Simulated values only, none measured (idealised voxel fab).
process module | voxel self aligned contacts
cross-section cut | 260 nm wide | cells 5 nm
A cross-section is a grid of square cells, given in bands from the top down. A band is one or more rows of cells.
Each band's line starts with the height of the band's top and of its bottom, in nm. Then come its materials from left to right, each with its width in nm. One material with "throughout" fills the band from edge to edge. "air" is empty space.
Height 0 is the level under which the wafer as received is all one material. The lowest band goes on downwards, as in "0 down".
A width such as "30 to 40" changes by the same amount from each row of cells to the next, from the band's top row to its bottom row.
"no change" after a step means that no cell of the cross-section changed.
closed voids: empty space of 8 cells or more with no open way to the top, each as width x height at its distance from the left edge, in nm
after a step's settings: what the simulator itself notes on the step
overlay nm, on a step with a mask: how far to the right of its planned place the mask lay; to the left if negative
plan
1 op RECEIVE | material Si
2 op OXIDIZE | depth nm 5
3 op DIRECTIONAL_DEP | material polySi | thk nm 30
4 op DIRECTIONAL_DEP | material SiN | thk nm 15
5 op MASKED_ETCH | tone cover | mask id GATE | width nm 35 | pitch nm 70 | etch materials SiN | depth nm 15 | overlay nm 0
6 op MASKED_ETCH | tone cover | mask id GATE | width nm 35 | pitch nm 70 | etch materials polySi | depth nm 30 | overlay nm 0
7 op CONFORMAL_DEP | material SiN | thk nm 5
8 op DIRECTIONAL_ETCH | etch materials SiN | depth nm 5
9 op FILL_DEP | material SiO2 | thk nm 15
10 op CMP | height nm 50
11 op PATTERN | tone open | mask id CONTACT | material resist | width nm 45 | pitch nm 70 | thk nm 15 | overlay nm 0
12 op DIRECTIONAL_ETCH | etch materials SiO2 | depth nm 55
13 op STRIP | etch materials resist
14 op CONFORMAL_DEP | material TiN | thk nm 5
15 op FILL_DEP | material Ru | thk nm 10
16 op CMP | height nm 50
17 op CONFORMAL_DEP | material SiCN | thk nm 5
as received, after step 1
  0 down: Si throughout
  closed voids: none
first wafer at the end, as planned
  55 to 50: SiCN throughout
  50 to 45: SiO2 70 | TiN 15 | Ru 15 | TiN 15 | SiO2 25 | TiN 15 | Ru 15 | TiN 15 | SiO2 75
  45 to 30: SiO2 35 | SiN 45 | TiN 5 | Ru 15 | TiN 5 | SiN 45 | TiN 5 | Ru 15 | TiN 5 | SiN 45 | SiO2 40
  30 to 0: SiO2 35 | SiN 5 | polySi 35 | SiN 5 | TiN 5 | Ru 15 | TiN 5 | SiN 5 | polySi 35 | SiN 5 | TiN 5 | Ru 15 | TiN 5 | SiN 5 | polySi 35 | SiN 5 | SiO2 40
  0 to -5: SiO2 80 | TiN 25 | SiO2 45 | TiN 25 | SiO2 85
  -5 down: Si throughout
  closed voids: none
second wafer at the end: like start, like plan, one mistake
  55 to 50: SiCN throughout
  50 to 45: SiO2 70 | TiN 15 | Ru 15 | TiN 15 | SiO2 25 | TiN 15 | Ru 15 | TiN 15 | SiO2 75
  45 to 35: SiO2 35 | SiN 45 | TiN 5 | Ru 15 | TiN 5 | SiN 45 | TiN 5 | Ru 15 | TiN 5 | SiN 45 | SiO2 40
  35 to 30: SiO2 35 | SiN 45 | TiN 10 | Ru 5 | TiN 10 | SiN 45 | TiN 10 | Ru 5 | TiN 10 | SiN 45 | SiO2 40
  30 to 0: SiO2 30 | SiN 5 | polySi 45 | SiN 5 | TiN 5 | Ru 5 | TiN 5 | SiN 5 | polySi 45 | SiN 5 | TiN 5 | Ru 5 | TiN 5 | SiN 5 | polySi 45 | SiN 5 | SiO2 35
  0 to -5: SiO2 85 | TiN 15 | SiO2 55 | TiN 15 | SiO2 90
  -5 down: Si throughout
  closed voids: none
what went wrong: step 6 ran as: op MASKED_ETCH | tone cover | mask id GATE | width nm 45 | pitch nm 70 | etch materials polySi | depth nm 30 | overlay nm 0
at the end the second wafer has, in cells: 28 fewer of Ru | 8 fewer of SiO2 | 36 more of polySi
